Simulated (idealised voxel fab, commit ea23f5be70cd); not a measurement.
Module name: voxel gate over fins (process module)
Square cells of 5 nm make up the cross-section cut, whose width is 160 nm.
This document writes a cross-section as a grid whose cells are square, and gives it as bands, listed from the top down; one or more rows of cells form a band.
In this notation a band is specified by the heights of its top and bottom, in that order and in nm, after which its materials appear from left to right, each paired with its width in nm. The word "full width" attached to a single material means that material fills the band from edge to edge; the word "empty" stands for empty space.
Below 0: as-received wafer, all one material; heights counted from there. Lowest band: no bottom, goes on down, written "from 0 down".
The expression "30 to 40" gives the width at the extremes of the band, the first number at its top row of cells and the second at its bottom row, with the width changing by equal amounts from each row to the next in between.
Basically "all unchanged" means that step didn't change any cell in the cross-section.
For the entry "Listed closed voids", the listed items are empty spaces with no open way to the top whose size is 8 cells or more; each item follows the pattern width x height at distance, where distance is from the left edge and all three are in nm.
On each step's line, the part that comes after the settings is the simulator's own comment on the step.
overlay nm: where the mask lay relative to plan, measured to the right, on steps with a mask; negatives go left.
How should the pairs below be read? Each gives the cross-section before one process step and the cross-section after it, the latter drawn only to the lowest band that changed; the step that lies between them, with its settings, appears under the pair. Does a pair pick up where the pair above left off? Only where its entry headed "Cross-section, before" says so, since pairs can come from different runs of this module on the same starting wafer.

## Cross-section, before
	from 30 to 20 = W full width
	from 20 to 15 = TiN 155 nm | W 5 nm
	from 15 to 10 = TiN 5 nm | TiAl 45 nm | TiN 5 nm | TiAl 45 nm | TiN 5 nm | TiAl 45 nm | TiN 5 nm | W 5 nm
	from 10 to 5 = TiN 5 nm | TiAl 5 nm | TiN 35 nm | TiAl 5 nm | TiN 5 nm | TiAl 5 nm | TiN 35 nm | TiAl 5 nm | TiN 5 nm | TiAl 5 nm | TiN 35 nm | TiAl 5 nm | TiN 5 nm | W 5 nm
	from 5 to 0 = TiN 5 nm | TiAl 5 nm | TiN 5 nm | HfO2 25 nm | TiN 5 nm | TiAl 5 nm | TiN 5 nm | TiAl 5 nm | TiN 5 nm | HfO2 25 nm | TiN 5 nm | TiAl 5 nm | TiN 5 nm | TiAl 5 nm | TiN 5 nm | HfO2 25 nm | TiN 5 nm | TiAl 5 nm | TiN 5 nm | W 5 nm
	from 0 to -5 = TiN 5 nm | TiAl 5 nm | TiN 5 nm | HfO2 5 nm | Si 15 nm | HfO2 5 nm | TiN 5 nm | TiAl 5 nm | TiN 5 nm | TiAl 5 nm | TiN 5 nm | HfO2 5 nm | Si 15 nm | HfO2 5 nm | TiN 5 nm | TiAl 5 nm | TiN 5 nm | TiAl 5 nm | TiN 5 nm | HfO2 5 nm | Si 15 nm | HfO2 5 nm | TiN 5 nm | TiAl 5 nm | TiN 5 nm | W 5 nm
	from -5 to -10 = TiN 5 nm | TiAl 5 nm | TiN 5 nm | HfO2 5 nm | Si 15 nm | HfO2 5 nm | TiN 5 nm | TiAl 15 nm | TiN 5 nm | HfO2 5 nm | Si 15 nm | HfO2 5 nm | TiN 5 nm | TiAl 5 nm | TiN 5 nm | TiAl 5 nm | TiN 5 nm | HfO2 5 nm | Si 15 nm | HfO2 5 nm | TiN 5 nm | TiAl 5 nm | TiN 10 nm
	from -10 to -15 = TiAl 10 nm | TiN 5 nm | HfO2 5 nm | Si 15 nm | HfO2 5 nm | TiN 25 nm | HfO2 5 nm | Si 15 nm | HfO2 5 nm | TiN 5 nm | TiAl 15 nm | TiN 5 nm | HfO2 5 nm | Si 15 nm | HfO2 5 nm | TiN 5 nm | TiAl 15 nm
	from -15 to -20 = TiN 15 nm | HfO2 5 nm | Si 15 nm | HfO2 35 nm | Si 15 nm | HfO2 5 nm | TiN 25 nm | HfO2 5 nm | Si 15 nm | HfO2 5 nm | TiN 20 nm
	from -20 to -25 = HfO2 20 nm | Si 15 nm | HfO2 10 nm | TiN 5 nm | Ru 5 nm | TiN 5 nm | HfO2 10 nm | Si 15 nm | HfO2 35 nm | Si 15 nm | HfO2 25 nm
	from -25 to -30 = SiO2 20 nm | Si 15 nm | SiO2 10 nm | TiN 5 nm | Ru 5 nm | TiN 5 nm | SiO2 10 nm | Si 15 nm | SiO2 35 nm | Si 15 nm | SiO2 25 nm
	from -30 to -35 = SiO2 20 nm | Si 15 nm | SiO2 10 nm | TiN 15 nm | SiO2 10 nm | Si 15 nm | SiO2 35 nm | Si 15 nm | SiO2 25 nm
	from -35 to -40 = SiO2 20 nm | Si 15 nm | SiO2 35 nm | Si 15 nm | SiO2 35 nm | Si 15 nm | SiO2 25 nm
	from -40 down = Si full width
	Listed closed voids: none

## Cross-Section Thereafter
	from 40 to 30 = SiCN full width
	Lower than 30, everything is as it was.
	Listed closed voids: none
Going from one cross-section above to the next, the wafer undergoes op CONFORMAL_DEP | material SiCN | thk nm 10

## Cross-section, before
	from 5 to 0 = SiO2 20 nm | SiN 15 nm | SiO2 35 nm | SiN 15 nm | SiO2 35 nm | SiN 15 nm | SiO2 25 nm
	from 0 to -20 = SiO2 20 nm | Si 15 nm | SiO2 35 nm | Si 15 nm | SiO2 35 nm | Si 15 nm | SiO2 25 nm
	from -20 to -30 = SiO2 20 nm | Si 15 nm | SiO2 10 nm | TiN 5 nm | Ru 5 nm | TiN 5 nm | SiO2 10 nm | Si 15 nm | SiO2 35 nm | Si 15 nm | SiO2 25 nm
	from -30 to -35 = SiO2 20 nm | Si 15 nm | SiO2 10 nm | TiN 15 nm | SiO2 10 nm | Si 15 nm | SiO2 35 nm | Si 15 nm | SiO2 25 nm
	from -35 to -40 = SiO2 20 nm | Si 15 nm | SiO2 35 nm | Si 15 nm | SiO2 35 nm | Si 15 nm | SiO2 25 nm
	from -40 down = Si full width
	Listed closed voids: none

## Cross-Section Thereafter
	from 5 to 0 = SiO2 20 nm | empty 15 nm | SiO2 35 nm | empty 15 nm | SiO2 35 nm | empty 15 nm | SiO2 25 nm
	Lower than 0, everything is as it was.
	Listed closed voids: none
Going from one cross-section above to the next, the wafer undergoes op STRIP | etch materials SiN

Cross-section, before: the after view from the pair directly above serves as the before view here.

## Cross-Section Thereafter
	from 0 to -10 = empty 20 nm | Si 15 nm | empty 35 nm | Si 15 nm | empty 35 nm | Si 15 nm | empty 25 nm
	from -10 to -15 = SiO2 5 nm | empty 15 nm | Si 15 nm | empty 15 nm | SiO2 5 nm | empty 15 nm | Si 15 nm | empty 15 nm | SiO2 5 nm | empty 15 nm | Si 15 nm | empty 15 nm | SiO2 10 nm
	Lower than -15, everything is as it was.
	Listed closed voids: none
Going from one cross-section above to the next, the wafer undergoes op SELECTIVE_ETCH | etch materials SiO2 | depth nm 15

Cross-section, before: the after view from the pair directly above serves as the before view here.

## Cross-Section Thereafter
	from 5 to 0 = empty 15 nm | HfO2 25 nm | empty 25 nm | HfO2 25 nm | empty 25 nm | HfO2 25 nm | empty 20 nm
	from 0 to -5 = empty 15 nm | HfO2 5 nm | Si 15 nm | HfO2 5 nm | empty 25 nm | HfO2 5 nm | Si 15 nm | HfO2 5 nm | empty 25 nm | HfO2 5 nm | Si 15 nm | HfO2 5 nm | empty 20 nm
	from -5 to -10 = HfO2 10 nm | empty 5 nm | HfO2 5 nm | Si 15 nm | HfO2 5 nm | empty 5 nm | HfO2 15 nm | empty 5 nm | HfO2 5 nm | Si 15 nm | HfO2 5 nm | empty 5 nm | HfO2 15 nm | empty 5 nm | HfO2 5 nm | Si 15 nm | HfO2 5 nm | empty 5 nm | HfO2 15 nm
	from -10 to -15 = SiO2 5 nm | HfO2 15 nm | Si 15 nm | HfO2 15 nm | SiO2 5 nm | HfO2 15 nm | Si 15 nm | HfO2 15 nm | SiO2 5 nm | HfO2 15 nm | Si 15 nm | HfO2 15 nm | SiO2 10 nm
	Lower than -15, everything is as it was.
	Listed closed voids: none
Going from one cross-section above to the next, the wafer undergoes op CONFORMAL_DEP | material HfO2 | thk nm 5

Cross-section, before: the after view from the pair directly above serves as the before view here.

## Cross-Section Thereafter
	from 10 to 5 = empty 10 nm | TiN 35 nm | empty 15 nm | TiN 35 nm | empty 15 nm | TiN 35 nm | empty 15 nm
	from 5 to 0 = empty 10 nm | TiN 5 nm | HfO2 25 nm | TiN 5 nm | empty 15 nm | TiN 5 nm | HfO2 25 nm | TiN 5 nm | empty 15 nm | TiN 5 nm | HfO2 25 nm | TiN 5 nm | empty 15 nm
	from 0 to -5 = TiN 15 nm | HfO2 5 nm | Si 15 nm | HfO2 5 nm | TiN 25 nm | HfO2 5 nm | Si 15 nm | HfO2 5 nm | TiN 25 nm | HfO2 5 nm | Si 15 nm | HfO2 5 nm | TiN 20 nm
	from -5 to -10 = HfO2 10 nm | TiN 5 nm | HfO2 5 nm | Si 15 nm | HfO2 5 nm | TiN 5 nm | HfO2 15 nm | TiN 5 nm | HfO2 5 nm | Si 15 nm | HfO2 5 nm | TiN 5 nm | HfO2 15 nm | TiN 5 nm | HfO2 5 nm | Si 15 nm | HfO2 5 nm | TiN 5 nm | HfO2 15 nm
	Lower than -10, everything is as it was.
	Listed closed voids: none
Going from one cross-section above to the next, the wafer undergoes op CONFORMAL_DEP | material TiN | thk nm 5

Cross-section, before: the after view from the pair directly above serves as the before view here.

## Cross-Section Thereafter
	from 15 to 10 = empty 5 nm | TiAl 45 nm | empty 5 nm | TiAl 45 nm | empty 5 nm | TiAl 45 nm | empty 10 nm
	from 10 to 5 = empty 5 nm | TiAl 5 nm | TiN 35 nm | TiAl 5 nm | empty 5 nm | TiAl 5 nm | TiN 35 nm | TiAl 5 nm | empty 5 nm | TiAl 5 nm | TiN 35 nm | TiAl 5 nm | empty 10 nm
	from 5 to 0 = TiAl 10 nm | TiN 5 nm | HfO2 25 nm | TiN 5 nm | TiAl 15 nm | TiN 5 nm | HfO2 25 nm | TiN 5 nm | TiAl 15 nm | TiN 5 nm | HfO2 25 nm | TiN 5 nm | TiAl 15 nm
	Lower than 0, everything is as it was.
	Listed closed voids: none
Going from one cross-section above to the next, the wafer undergoes op CONFORMAL_DEP | material TiAl | thk nm 5

Cross-section, before: the after view from the pair directly above serves as the before view here.

## Cross-Section Thereafter
	from 20 to 15 = TiN 155 nm | empty 5 nm
	from 15 to 10 = TiN 5 nm | TiAl 45 nm | TiN 5 nm | TiAl 45 nm | TiN 5 nm | TiAl 45 nm | TiN 5 nm | empty 5 nm
	from 10 to 5 = TiN 5 nm | TiAl 5 nm | TiN 35 nm | TiAl 5 nm | TiN 5 nm | TiAl 5 nm | TiN 35 nm | TiAl 5 nm | TiN 5 nm | TiAl 5 nm | TiN 35 nm | TiAl 5 nm | TiN 10 nm
	Lower than 5, everything is as it was.
	Listed closed voids: none
Going from one cross-section above to the next, the wafer undergoes op CONFORMAL_DEP | material TiN | thk nm 5

Cross-section, before: the after view from the pair directly above serves as the before view here.

## Cross-Section Thereafter
	from 35 to 20 = W full width
	from 20 to 15 = TiN 155 nm | W 5 nm
	from 15 to 10 = TiN 5 nm | TiAl 45 nm | TiN 5 nm | TiAl 45 nm | TiN 5 nm | TiAl 45 nm | TiN 5 nm | W 5 nm
	Lower than 10, everything is as it was.
	Listed closed voids: none
Going from one cross-section above to the next, the wafer undergoes op FILL_DEP | material W | thk nm 15

Cross-section, before: the after view from the pair directly above serves as the before view here.

## Cross-Section Thereafter
	from 30 to 20 = W full width
	Lower than 20, everything is as it was.
	Listed closed voids: none
Going from one cross-section above to the next, the wafer undergoes op CMP | height nm 30

Cross-section, before: the after view from the pair directly above serves as the before view here.

## Cross-Section Thereafter
	from 40 to 30 = SiCN full width
	Lower than 30, everything is as it was.
	Listed closed voids: none
Going from one cross-section above to the next, the wafer undergoes op CONFORMAL_DEP | material SiCN | thk nm 10

## Cross-section, before
	from 20 to 5 = empty 20 nm | resist 15 nm | empty 35 nm | resist 15 nm | empty 35 nm | resist 15 nm | empty 25 nm
	from 5 to 0 = empty 20 nm | SiN 15 nm | empty 35 nm | SiN 15 nm | empty 35 nm | SiN 15 nm | empty 25 nm
	from 0 down = Si full width
	Listed closed voids: none

## Cross-Section Thereafter
	from 20 to 5 = empty 20 nm | resist 15 nm | empty 35 nm | resist 15 nm | empty 35 nm | resist 15 nm | empty 25 nm
	from 5 to 0 = empty 20 nm | SiN 15 nm | empty 35 nm | SiN 15 nm | empty 35 nm | SiN 15 nm | empty 25 nm
	from 0 to -50 = empty 20 nm | Si 15 nm | empty 35 nm | Si 15 nm | empty 35 nm | Si 15 nm | empty 25 nm
	Lower than -50, everything is as it was.
	Listed closed voids: none
Going from one cross-section above to the next, the wafer undergoes op DIRECTIONAL_ETCH | etch materials Si | depth nm 50

Cross-section, before: the after view from the pair directly above serves as the before view here.

## Cross-Section Thereafter
	from 5 to 0 = empty 20 nm | SiN 15 nm | empty 35 nm | SiN 15 nm | empty 35 nm | SiN 15 nm | empty 25 nm
	Lower than 0, everything is as it was.
	Listed closed voids: none
Going from one cross-section above to the next, the wafer undergoes op STRIP | etch materials resist

Cross-section, before: the after view from the pair directly above serves as the before view here.

## Cross-Section Thereafter
	from 20 to 5 = SiO2 full width
	from 5 to 0 = SiO2 20 nm | SiN 15 nm | SiO2 35 nm | SiN 15 nm | SiO2 35 nm | SiN 15 nm | SiO2 25 nm
	from 0 to -50 = SiO2 20 nm | Si 15 nm | SiO2 35 nm | Si 15 nm | SiO2 35 nm | Si 15 nm | SiO2 25 nm
	Lower than -50, everything is as it was.
	Listed closed voids: none
Going from one cross-section above to the next, the wafer undergoes op FILL_DEP | material SiO2 | thk nm 15

Cross-section, before: the after view from the pair directly above serves as the before view here.

## Cross-Section Thereafter
	from 5 to 0 = SiO2 20 nm | SiN 15 nm | SiO2 35 nm | SiN 15 nm | SiO2 35 nm | SiN 15 nm | SiO2 25 nm
	Lower than 0, everything is as it was.
	Listed closed voids: none
Going from one cross-section above to the next, the wafer undergoes op CMP | height nm 5

Cross-section, before: the after view from the pair directly above serves as the before view here.

## Cross-Section Thereafter
	from 20 to 5 = aC full width
	Lower than 5, everything is as it was.
	Listed closed voids: none
Going from one cross-section above to the next, the wafer undergoes op DIRECTIONAL_DEP | material aC | thk nm 15

Cross-section, before: the after view from the pair directly above serves as the before view here.

## Cross-Section Thereafter
	from 50 to 20 = resist 45 nm | empty 15 nm | resist 100 nm
	Lower than 20, everything is as it was.
	Listed closed voids: none
Going from one cross-section above to the next, the wafer undergoes op PATTERN | tone open | mask id RAIL | material resist | width nm 15 | thk nm 30 | overlay nm 0

Cross-section, before: the after view from the pair directly above serves as the before view here.

## Cross-Section Thereafter
	from 35 to 20 = resist 45 nm | empty 15 nm | resist 100 nm
	from 20 to 5 = aC 45 nm | empty 15 nm | aC 100 nm
	Lower than 5, everything is as it was.
	Listed closed voids: none
Going from one cross-section above to the next, the wafer undergoes op DIRECTIONAL_ETCH | etch materials aC | depth nm 15

Cross-section, before: the after view from the pair directly above serves as the before view here.

## Cross-Section Thereafter
	from 20 to 5 = aC 45 nm | empty 15 nm | aC 100 nm
	Lower than 5, everything is as it was.
	Listed closed voids: none
Going from one cross-section above to the next, the wafer undergoes op STRIP | etch materials resist

Cross-section, before: the after view from the pair directly above serves as the before view here.

## Cross-Section Thereafter
	from 20 to 5 = aC 45 nm | empty 15 nm | aC 100 nm
	from 5 to 0 = SiO2 20 nm | SiN 15 nm | SiO2 10 nm | empty 15 nm | SiO2 10 nm | SiN 15 nm | SiO2 35 nm | SiN 15 nm | SiO2 25 nm
	from 0 to -35 = SiO2 20 nm | Si 15 nm | SiO2 10 nm | empty 15 nm | SiO2 10 nm | Si 15 nm | SiO2 35 nm | Si 15 nm | SiO2 25 nm
	Lower than -35, everything is as it was.
	Listed closed voids: none
Going from one cross-section above to the next, the wafer undergoes op DIRECTIONAL_ETCH | etch materials SiO2 | depth nm 40

Cross-section, before: the after view from the pair directly above serves as the before view here.

## Cross-Section Thereafter
	from 5 to 0 = SiO2 20 nm | SiN 15 nm | SiO2 10 nm | empty 15 nm | SiO2 10 nm | SiN 15 nm | SiO2 35 nm | SiN 15 nm | SiO2 25 nm
	Lower than 0, everything is as it was.
	Listed closed voids: none
Going from one cross-section above to the next, the wafer undergoes op STRIP | etch materials aC

Cross-section, before: the after view from the pair directly above serves as the before view here.

## Cross-Section Thereafter
	from 10 to 5 = TiN 50 nm | empty 5 nm | TiN 105 nm
	from 5 to 0 = SiO2 20 nm | SiN 15 nm | SiO2 10 nm | TiN 5 nm | empty 5 nm | TiN 5 nm | SiO2 10 nm | SiN 15 nm | SiO2 35 nm | SiN 15 nm | SiO2 25 nm
	from 0 to -30 = SiO2 20 nm | Si 15 nm | SiO2 10 nm | TiN 5 nm | empty 5 nm | TiN 5 nm | SiO2 10 nm | Si 15 nm | SiO2 35 nm | Si 15 nm | SiO2 25 nm
	from -30 to -35 = SiO2 20 nm | Si 15 nm | SiO2 10 nm | TiN 15 nm | SiO2 10 nm | Si 15 nm | SiO2 35 nm | Si 15 nm | SiO2 25 nm
	Lower than -35, everything is as it was.
	Listed closed voids: none
Going from one cross-section above to the next, the wafer undergoes op CONFORMAL_DEP | material TiN | thk nm 5

Cross-section, before: the after view from the pair directly above serves as the before view here.

## Cross-Section Thereafter
	from 15 to 10 = Ru full width
	from 10 to 5 = TiN 50 nm | Ru 5 nm | TiN 105 nm
	from 5 to 0 = SiO2 20 nm | SiN 15 nm | SiO2 10 nm | TiN 5 nm | Ru 5 nm | TiN 5 nm | SiO2 10 nm | SiN 15 nm | SiO2 35 nm | SiN 15 nm | SiO2 25 nm
	from 0 to -30 = SiO2 20 nm | Si 15 nm | SiO2 10 nm | TiN 5 nm | Ru 5 nm | TiN 5 nm | SiO2 10 nm | Si 15 nm | SiO2 35 nm | Si 15 nm | SiO2 25 nm
	Lower than -30, everything is as it was.
	Listed closed voids: none
Going from one cross-section above to the next, the wafer undergoes op FILL_DEP | material Ru | thk nm 5

Cross-section, before: the after view from the pair directly above serves as the before view here.

## Cross-Section Thereafter
	from 5 to 0 = SiO2 20 nm | SiN 15 nm | SiO2 10 nm | TiN 5 nm | Ru 5 nm | TiN 5 nm | SiO2 10 nm | SiN 15 nm | SiO2 35 nm | SiN 15 nm | SiO2 25 nm
	Lower than 0, everything is as it was.
	Listed closed voids: none
Going from one cross-section above to the next, the wafer undergoes op CMP | height nm 5

Cross-section, before: the after view from the pair directly above serves as the before view here.

## Cross-Section Thereafter
	from 5 to 0 = SiO2 20 nm | SiN 15 nm | SiO2 10 nm | empty 15 nm | SiO2 10 nm | SiN 15 nm | SiO2 35 nm | SiN 15 nm | SiO2 25 nm
	from 0 to -20 = SiO2 20 nm | Si 15 nm | SiO2 10 nm | empty 15 nm | SiO2 10 nm | Si 15 nm | SiO2 35 nm | Si 15 nm | SiO2 25 nm
	Lower than -20, everything is as it was.
	Listed closed voids: none
Going from one cross-section above to the next, the wafer undergoes op SELECTIVE_ETCH | etch materials W Ru TiN | depth nm 25

Cross-section, before: the after view from the pair directly above serves as the before view here.

## Cross-Section Thereafter
	from 10 to 5 = SiO2 full width
	from 5 to 0 = SiO2 20 nm | SiN 15 nm | SiO2 35 nm | SiN 15 nm | SiO2 35 nm | SiN 15 nm | SiO2 25 nm
	from 0 to -20 = SiO2 20 nm | Si 15 nm | SiO2 35 nm | Si 15 nm | SiO2 35 nm | Si 15 nm | SiO2 25 nm
	Lower than -20, everything is as it was.
	Listed closed voids: none
Going from one cross-section above to the next, the wafer undergoes op FILL_DEP | material SiO2 | thk nm 5

Cross-section, before: the after view from the pair directly above serves as the before view here.

## Cross-Section Thereafter
	from 5 to 0 = SiO2 20 nm | SiN 15 nm | SiO2 35 nm | SiN 15 nm | SiO2 35 nm | SiN 15 nm | SiO2 25 nm
	Lower than 0, everything is as it was.
	Listed closed voids: none
Going from one cross-section above to the next, the wafer undergoes op CMP | height nm 5

Cross-section, before: the after view from the pair directly above serves as the before view here.

## Cross-Section Thereafter
	from 5 to 0 = empty 20 nm | SiN 15 nm | empty 35 nm | SiN 15 nm | empty 35 nm | SiN 15 nm | empty 25 nm
	from 0 to -10 = empty 20 nm | Si 15 nm | empty 35 nm | Si 15 nm | empty 35 nm | Si 15 nm | empty 25 nm
	Lower than -10, everything is as it was.
	Listed closed voids: none
Going from one cross-section above to the next, the wafer undergoes op SELECTIVE_ETCH | etch materials SiO2 | depth nm 15

Cross-section, before: the after view from the pair directly above serves as the before view here.

## Cross-Section Thereafter
	from 0 to -10 = empty 20 nm | Si 15 nm | empty 35 nm | Si 15 nm | empty 35 nm | Si 15 nm | empty 25 nm
	Lower than -10, everything is as it was.
	Listed closed voids: none
Going from one cross-section above to the next, the wafer undergoes op STRIP | etch materials SiN

Cross-section, before: the after view from the pair directly above serves as the before view here.

## Cross-Section Thereafter
	from 5 to 0 = empty 15 nm | HfO2 25 nm | empty 25 nm | HfO2 25 nm | empty 25 nm | HfO2 25 nm | empty 20 nm
	from 0 to -5 = empty 15 nm | HfO2 5 nm | Si 15 nm | HfO2 5 nm | empty 25 nm | HfO2 5 nm | Si 15 nm | HfO2 5 nm | empty 25 nm | HfO2 5 nm | Si 15 nm | HfO2 5 nm | empty 20 nm
	from -5 to -10 = HfO2 20 nm | Si 15 nm | HfO2 35 nm | Si 15 nm | HfO2 35 nm | Si 15 nm | HfO2 25 nm
	Lower than -10, everything is as it was.
	Listed closed voids: none
Going from one cross-section above to the next, the wafer undergoes op CONFORMAL_DEP | material HfO2 | thk nm 5

Cross-section, before: the after view from the pair directly above serves as the before view here.

## Cross-Section Thereafter
	from 10 to 5 = empty 10 nm | TiN 35 nm | empty 15 nm | TiN 35 nm | empty 15 nm | TiN 35 nm | empty 15 nm
	from 5 to 0 = empty 10 nm | TiN 5 nm | HfO2 25 nm | TiN 5 nm | empty 15 nm | TiN 5 nm | HfO2 25 nm | TiN 5 nm | empty 15 nm | TiN 5 nm | HfO2 25 nm | TiN 5 nm | empty 15 nm
	from 0 to -5 = TiN 15 nm | HfO2 5 nm | Si 15 nm | HfO2 5 nm | TiN 25 nm | HfO2 5 nm | Si 15 nm | HfO2 5 nm | TiN 25 nm | HfO2 5 nm | Si 15 nm | HfO2 5 nm | TiN 20 nm
	Lower than -5, everything is as it was.
	Listed closed voids: none
Going from one cross-section above to the next, the wafer undergoes op CONFORMAL_DEP | material TiN | thk nm 5

Cross-section, before: the after view from the pair directly above serves as the before view here.

## Cross-Section Thereafter
	from 15 to 10 = empty 5 nm | TiAl 45 nm | empty 5 nm | TiAl 45 nm | empty 5 nm | TiAl 45 nm | empty 10 nm
	from 10 to 5 = empty 5 nm | TiAl 5 nm | TiN 35 nm | TiAl 5 nm | empty 5 nm | TiAl 5 nm | TiN 35 nm | TiAl 5 nm | empty 5 nm | TiAl 5 nm | TiN 35 nm | TiAl 5 nm | empty 10 nm
	from 5 to 0 = TiAl 10 nm | TiN 5 nm | HfO2 25 nm | TiN 5 nm | TiAl 15 nm | TiN 5 nm | HfO2 25 nm | TiN 5 nm | TiAl 15 nm | TiN 5 nm | HfO2 25 nm | TiN 5 nm | TiAl 15 nm
	Lower than 0, everything is as it was.
	Listed closed voids: none
Going from one cross-section above to the next, the wafer undergoes op CONFORMAL_DEP | material TiAl | thk nm 5

Cross-section, before: the after view from the pair directly above serves as the before view here.

## Cross-Section Thereafter
	from 20 to 15 = TiN 155 nm | empty 5 nm
	from 15 to 10 = TiN 5 nm | TiAl 45 nm | TiN 5 nm | TiAl 45 nm | TiN 5 nm | TiAl 45 nm | TiN 5 nm | empty 5 nm
	from 10 to 5 = TiN 5 nm | TiAl 5 nm | TiN 35 nm | TiAl 5 nm | TiN 5 nm | TiAl 5 nm | TiN 35 nm | TiAl 5 nm | TiN 5 nm | TiAl 5 nm | TiN 35 nm | TiAl 5 nm | TiN 10 nm
	Lower than 5, everything is as it was.
	Listed closed voids: none
Going from one cross-section above to the next, the wafer undergoes op CONFORMAL_DEP | material TiN | thk nm 5

Cross-section, before: the after view from the pair directly above serves as the before view here.

## Cross-Section Thereafter
	from 35 to 20 = W full width
	from 20 to 15 = TiN 155 nm | W 5 nm
	from 15 to 10 = TiN 5 nm | TiAl 45 nm | TiN 5 nm | TiAl 45 nm | TiN 5 nm | TiAl 45 nm | TiN 5 nm | W 5 nm
	Lower than 10, everything is as it was.
	Listed closed voids: none
Going from one cross-section above to the next, the wafer undergoes op FILL_DEP | material W | thk nm 15

Cross-section, before: the after view from the pair directly above serves as the before view here.

## Cross-Section Thereafter
	from 30 to 20 = W full width
	Lower than 20, everything is as it was.
	Listed closed voids: none
Going from one cross-section above to the next, the wafer undergoes op CMP | height nm 30

Cross-section, before: the after view from the pair directly above serves as the before view here.

## Cross-Section Thereafter
	from 40 to 30 = SiCN full width
	Lower than 30, everything is as it was.
	Listed closed voids: none
Going from one cross-section above to the next, the wafer undergoes op CONFORMAL_DEP | material SiCN | thk nm 10

## Cross-section, before
	from 5 to 0 = SiN full width
	from 0 down = Si full width
	Listed closed voids: none

## Cross-Section Thereafter
	from 20 to 5 = empty 15 nm | resist 25 nm | empty 25 nm | resist 25 nm | empty 25 nm | resist 25 nm | empty 20 nm
	Lower than 5, everything is as it was.
	Listed closed voids: none
Going from one cross-section above to the next, the wafer undergoes op PATTERN | tone cover | mask id FINS | material resist | width nm 25 | pitch nm 50 | thk nm 15 | overlay nm 0

Cross-section, before: the after view from the pair directly above serves as the before view here.

## Cross-Section Thereafter
	from 20 to 5 = empty 15 nm | resist 25 nm | empty 25 nm | resist 25 nm | empty 25 nm | resist 25 nm | empty 20 nm
	from 5 to 0 = empty 15 nm | SiN 25 nm | empty 25 nm | SiN 25 nm | empty 25 nm | SiN 25 nm | empty 20 nm
	Lower than 0, everything is as it was.
	Listed closed voids: none
Going from one cross-section above to the next, the wafer undergoes op DIRECTIONAL_ETCH | etch materials SiN | depth nm 5

Cross-section, before: the after view from the pair directly above serves as the before view here.

## Cross-Section Thereafter
	from 20 to 5 = empty 15 nm | resist 25 nm | empty 25 nm | resist 25 nm | empty 25 nm | resist 25 nm | empty 20 nm
	from 5 to 0 = empty 15 nm | SiN 25 nm | empty 25 nm | SiN 25 nm | empty 25 nm | SiN 25 nm | empty 20 nm
	from 0 to -40 = empty 15 nm | Si 25 nm | empty 25 nm | Si 25 nm | empty 25 nm | Si 25 nm | empty 20 nm
	Lower than -40, everything is as it was.
	Listed closed voids: none
Going from one cross-section above to the next, the wafer undergoes op DIRECTIONAL_ETCH | etch materials Si | depth nm 40

Cross-section, before: the after view from the pair directly above serves as the before view here.

## Cross-Section Thereafter
	from 5 to 0 = empty 15 nm | SiN 25 nm | empty 25 nm | SiN 25 nm | empty 25 nm | SiN 25 nm | empty 20 nm
	Lower than 0, everything is as it was.
	Listed closed voids: none
Going from one cross-section above to the next, the wafer undergoes op STRIP | etch materials resist

Cross-section, before: the after view from the pair directly above serves as the before view here.

## Cross-Section Thereafter
	from 20 to 5 = SiO2 full width
	from 5 to 0 = SiO2 15 nm | SiN 25 nm | SiO2 25 nm | SiN 25 nm | SiO2 25 nm | SiN 25 nm | SiO2 20 nm
	from 0 to -40 = SiO2 15 nm | Si 25 nm | SiO2 25 nm | Si 25 nm | SiO2 25 nm | Si 25 nm | SiO2 20 nm
	Lower than -40, everything is as it was.
	Listed closed voids: none
Going from one cross-section above to the next, the wafer undergoes op FILL_DEP | material SiO2 | thk nm 15

Cross-section, before: the after view from the pair directly above serves as the before view here.

## Cross-Section Thereafter
	from 5 to 0 = SiO2 15 nm | SiN 25 nm | SiO2 25 nm | SiN 25 nm | SiO2 25 nm | SiN 25 nm | SiO2 20 nm
	Lower than 0, everything is as it was.
	Listed closed voids: none
Going from one cross-section above to the next, the wafer undergoes op CMP | height nm 5

Cross-section, before: the after view from the pair directly above serves as the before view here.

## Cross-Section Thereafter
	from 20 to 5 = aC full width
	Lower than 5, everything is as it was.
	Listed closed voids: none
Going from one cross-section above to the next, the wafer undergoes op DIRECTIONAL_DEP | material aC | thk nm 15

Cross-section, before: the after view from the pair directly above serves as the before view here.

## Cross-Section Thereafter
	from 50 to 20 = resist 45 nm | empty 15 nm | resist 100 nm
	Lower than 20, everything is as it was.
	Listed closed voids: none
Going from one cross-section above to the next, the wafer undergoes op PATTERN | tone open | mask id RAIL | material resist | width nm 15 | thk nm 30 | overlay nm 0

Cross-section, before: the after view from the pair directly above serves as the before view here.

## Cross-Section Thereafter
	from 35 to 20 = resist 45 nm | empty 15 nm | resist 100 nm
	from 20 to 5 = aC 45 nm | empty 15 nm | aC 100 nm
	Lower than 5, everything is as it was.
	Listed closed voids: none
Going from one cross-section above to the next, the wafer undergoes op DIRECTIONAL_ETCH | etch materials aC | depth nm 15

Cross-section, before: the after view from the pair directly above serves as the before view here.

## Cross-Section Thereafter
	from 20 to 5 = aC 45 nm | empty 15 nm | aC 100 nm
	Lower than 5, everything is as it was.
	Listed closed voids: none
Going from one cross-section above to the next, the wafer undergoes op STRIP | etch materials resist

Cross-section, before: the after view from the pair directly above serves as the before view here.

## Cross-Section Thereafter
	from 20 to 5 = aC 45 nm | empty 15 nm | aC 100 nm
	from 5 to 0 = SiO2 15 nm | SiN 25 nm | SiO2 5 nm | empty 15 nm | SiO2 5 nm | SiN 25 nm | SiO2 25 nm | SiN 25 nm | SiO2 20 nm
	from 0 to -35 = SiO2 15 nm | Si 25 nm | SiO2 5 nm | empty 15 nm | SiO2 5 nm | Si 25 nm | SiO2 25 nm | Si 25 nm | SiO2 20 nm
	Lower than -35, everything is as it was.
	Listed closed voids: none
Going from one cross-section above to the next, the wafer undergoes op DIRECTIONAL_ETCH | etch materials SiO2 | depth nm 40

Cross-section, before: the after view from the pair directly above serves as the before view here.

## Cross-Section Thereafter
	from 5 to 0 = SiO2 15 nm | SiN 25 nm | SiO2 5 nm | empty 15 nm | SiO2 5 nm | SiN 25 nm | SiO2 25 nm | SiN 25 nm | SiO2 20 nm
	Lower than 0, everything is as it was.
	Listed closed voids: none
Going from one cross-section above to the next, the wafer undergoes op STRIP | etch materials aC
